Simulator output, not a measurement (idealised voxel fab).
Presented below is a process module, voxel self aligned vias.
Cross-section cut: width 290 nm, square cells of 5 nm.
Cross-section format: a grid of square cells, given as bands from top to bottom; each band is one or more rows of cells. Quick guide to a band line: top height, bottom height (nm) up front; then every material left to right with its width in nm. Only one material and it's marked "full width"? Then it fills the band edge to edge. And "air" just means empty space. Ref level 0: as-received wafer is one material below here. Bottom band extends down with no lower bound ("0..down"). Read "30..40" as a graded width: first number on top, second number at the bottom, same change between each pair of neighbouring rows. Step marked "nothing altered"? Then no cell in the cross-section changed in it. Closed-off voids of 8+ cells (no open route to the top) go in "Trapped cavities", written width x height at distance from the left edge, in nm. If you see something after the settings on a step's line, that's the simulator's own remark about that step. On any step carrying a mask, the "overlay nm" setting, if present on the step's line, tells how far right of its planned place the mask lay; negative values point to the left.

**The steps planned for the process are as follows**
- 1: RECEIVE: material Si
- 2: CONFORMAL_DEP: material SiO2, thk nm 10
- 3: CONFORMAL_DEP: material SiCN, thk nm 5
- 4: DIRECTIONAL_DEP: material lowk, thk nm 20
- 5: MASKED_ETCH: tone open, mask id LINES, width nm 25, pitch nm 65, etch materials lowk, depth nm 20, overlay nm 0
- 6: CONFORMAL_DEP: material TiN, thk nm 5
- 7: FILL_DEP: material Ru, thk nm 10
- 8: CMP: height nm 35
- 9: SELECTIVE_ETCH: etch materials W Ru TiN, depth nm 5
- 10: FILL_DEP: material SiN, thk nm 10
- 11: CMP: height nm 35
- 12: DIRECTIONAL_DEP: material lowk, thk nm 15
- 13: DIRECTIONAL_DEP: material aC, thk nm 10
- 14: PATTERN: tone open, mask id VIAS, material resist, width nm 45, pitch nm 65, thk nm 25, overlay nm 0
- 15: DIRECTIONAL_ETCH: etch materials aC, depth nm 10
- 16: STRIP: etch materials resist
- 17: DIRECTIONAL_ETCH: etch materials lowk, depth nm 15
- 18: DIRECTIONAL_ETCH: etch materials SiN, depth nm 5
- 19: STRIP: etch materials aC
- 20: CONFORMAL_DEP: material TiN, thk nm 5
- 21: FILL_DEP: material Ru, thk nm 5
- 22: CMP: height nm 50
- 23: CONFORMAL_DEP: material SiCN, thk nm 5

**What follows covers the first of two wafers; it ran as planned**

**Cross-sectional view of the wafer in its as-received condition, corresponding to the state after step 1**
  0..down: Si full width
  Trapped cavities: none

**after step 2**
  10..0: SiO2 full width
  Everything under 0 stays put, no change at all.

**after step 3**
  15..10: SiCN full width
  Everything under 10 stays put, no change at all.

**after step 4**
  35..15: lowk full width
  Everything under 15 stays put, no change at all.

**after step 5**
  35..15: lowk=100, then air=25, then lowk=40, then air=25, then lowk=100
  Everything under 15 stays put, no change at all.

**after step 6**
  40..35: TiN=105, then air=15, then TiN=50, then air=15, then TiN=105
  35..20: lowk=100, then TiN=5, then air=15, then TiN=5, then lowk=40, then TiN=5, then air=15, then TiN=5, then lowk=100
  20..15: lowk=100, then TiN=25, then lowk=40, then TiN=25, then lowk=100
  Everything under 15 stays put, no change at all.

**after step 7**
  50..40: Ru full width
  40..35: TiN=105, then Ru=15, then TiN=50, then Ru=15, then TiN=105
  35..20: lowk=100, then TiN=5, then Ru=15, then TiN=5, then lowk=40, then TiN=5, then Ru=15, then TiN=5, then lowk=100
  Everything under 20 stays put, no change at all.

**after step 8**
  35..20: lowk=100, then TiN=5, then Ru=15, then TiN=5, then lowk=40, then TiN=5, then Ru=15, then TiN=5, then lowk=100
  Everything under 20 stays put, no change at all.

**after step 9**
  35..30: lowk=100, then air=25, then lowk=40, then air=25, then lowk=100
  Everything under 30 stays put, no change at all.

**after step 10**
  45..35: SiN full width
  35..30: lowk=100, then SiN=25, then lowk=40, then SiN=25, then lowk=100
  Everything under 30 stays put, no change at all.

**after step 11**
  35..30: lowk=100, then SiN=25, then lowk=40, then SiN=25, then lowk=100
  Everything under 30 stays put, no change at all.

**after step 12**
  50..35: lowk full width
  Everything under 35 stays put, no change at all.

**after step 13**
  60..50: aC full width
  Everything under 50 stays put, no change at all.

**after step 14**
  85..60: resist=90, then air=45, then resist=20, then air=45, then resist=90
  Everything under 60 stays put, no change at all.

**after step 15**
  75..60: resist=90, then air=45, then resist=20, then air=45, then resist=90
  60..50: aC=90, then air=45, then aC=20, then air=45, then aC=90
  Everything under 50 stays put, no change at all.

**after step 16**
  60..50: aC=90, then air=45, then aC=20, then air=45, then aC=90
  Everything under 50 stays put, no change at all.

**after step 17**
  60..50: aC=90, then air=45, then aC=20, then air=45, then aC=90
  50..35: lowk=90, then air=45, then lowk=20, then air=45, then lowk=90
  Everything under 35 stays put, no change at all.

**after step 18**
  60..50: aC=90, then air=45, then aC=20, then air=45, then aC=90
  50..35: lowk=90, then air=45, then lowk=20, then air=45, then lowk=90
  35..30: lowk=100, then air=25, then lowk=40, then air=25, then lowk=100
  Everything under 30 stays put, no change at all.

**after step 19**
  50..35: lowk=90, then air=45, then lowk=20, then air=45, then lowk=90
  Everything under 35 stays put, no change at all.

**after step 20**
  55..50: TiN=95, then air=35, then TiN=30, then air=35, then TiN=95
  50..40: lowk=90, then TiN=5, then air=35, then TiN=5, then lowk=20, then TiN=5, then air=35, then TiN=5, then lowk=90
  40..35: lowk=90, then TiN=15, then air=15, then TiN=15, then lowk=20, then TiN=15, then air=15, then TiN=15, then lowk=90
  35..30: lowk=100, then TiN=25, then lowk=40, then TiN=25, then lowk=100
  Everything under 30 stays put, no change at all.

**after step 21**
  60..55: Ru full width
  55..50: TiN=95, then Ru=35, then TiN=30, then Ru=35, then TiN=95
  50..40: lowk=90, then TiN=5, then Ru=35, then TiN=5, then lowk=20, then TiN=5, then Ru=35, then TiN=5, then lowk=90
  40..35: lowk=90, then TiN=15, then Ru=15, then TiN=15, then lowk=20, then TiN=15, then Ru=15, then TiN=15, then lowk=90
  Everything under 35 stays put, no change at all.

**after step 22**
  50..40: lowk=90, then TiN=5, then Ru=35, then TiN=5, then lowk=20, then TiN=5, then Ru=35, then TiN=5, then lowk=90
  Everything under 40 stays put, no change at all.

**after step 23**
  55..50: SiCN full width
  Everything under 50 stays put, no change at all.

**Second wafer: same start and same plan as the first, one execution error; identical to the first through step 13**

**Second wafer, cut view, end of step 14 per plan**
  85..60: air=90, then resist=45, then air=20, then resist=45, then air=90
  Everything under 60 stays put, no change at all.

**Second wafer, cut view, end of step 15 per plan**
  75..60: air=90, then resist=45, then air=20, then resist=45, then air=90
  60..50: air=90, then aC=45, then air=20, then aC=45, then air=90
  Everything under 50 stays put, no change at all.

**Second wafer, cut view, end of step 16 per plan**
  60..50: air=90, then aC=45, then air=20, then aC=45, then air=90
  Everything under 50 stays put, no change at all.

**Second wafer, cut view, end of step 17 per plan**
  60..50: air=90, then aC=45, then air=20, then aC=45, then air=90
  50..35: air=90, then lowk=45, then air=20, then lowk=45, then air=90
  Everything under 35 stays put, no change at all.

Second wafer, cut view, end of step 18 per plan: nothing altered

**Second wafer, cut view, end of step 19 per plan**
  50..35: air=90, then lowk=45, then air=20, then lowk=45, then air=90
  Everything under 35 stays put, no change at all.

**Second wafer, cut view, end of step 20 per plan**
  55..50: air=85, then TiN=55, then air=10, then TiN=55, then air=85
  50..40: air=85, then TiN=5, then lowk=45, then TiN=5, then air=10, then TiN=5, then lowk=45, then TiN=5, then air=85
  40..35: TiN=90, then lowk=45, then TiN=20, then lowk=45, then TiN=90
  Everything under 35 stays put, no change at all.

**Second wafer, cut view, end of step 21 per plan**
  60..55: Ru full width
  55..50: Ru=85, then TiN=55, then Ru=10, then TiN=55, then Ru=85
  50..40: Ru=85, then TiN=5, then lowk=45, then TiN=5, then Ru=10, then TiN=5, then lowk=45, then TiN=5, then Ru=85
  Everything under 40 stays put, no change at all.

**Second wafer, cut view, end of step 22 per plan**
  50..40: Ru=85, then TiN=5, then lowk=45, then TiN=5, then Ru=10, then TiN=5, then lowk=45, then TiN=5, then Ru=85
  Everything under 40 stays put, no change at all.

**Second wafer, cut view, end of step 23 per plan**
  55..50: SiCN full width
  Everything under 50 stays put, no change at all.
Misprocessing identified: step 14 ran as: PATTERN: tone cover, mask id VIAS, material resist, width nm 45, pitch nm 65, thk nm 25, overlay nm 0
Final comparison by cell count, materials where the second wafer has more or fewer than the first: Ru: 38 more; SiN: 10 more; TiN: 18 more; lowk: 66 fewer
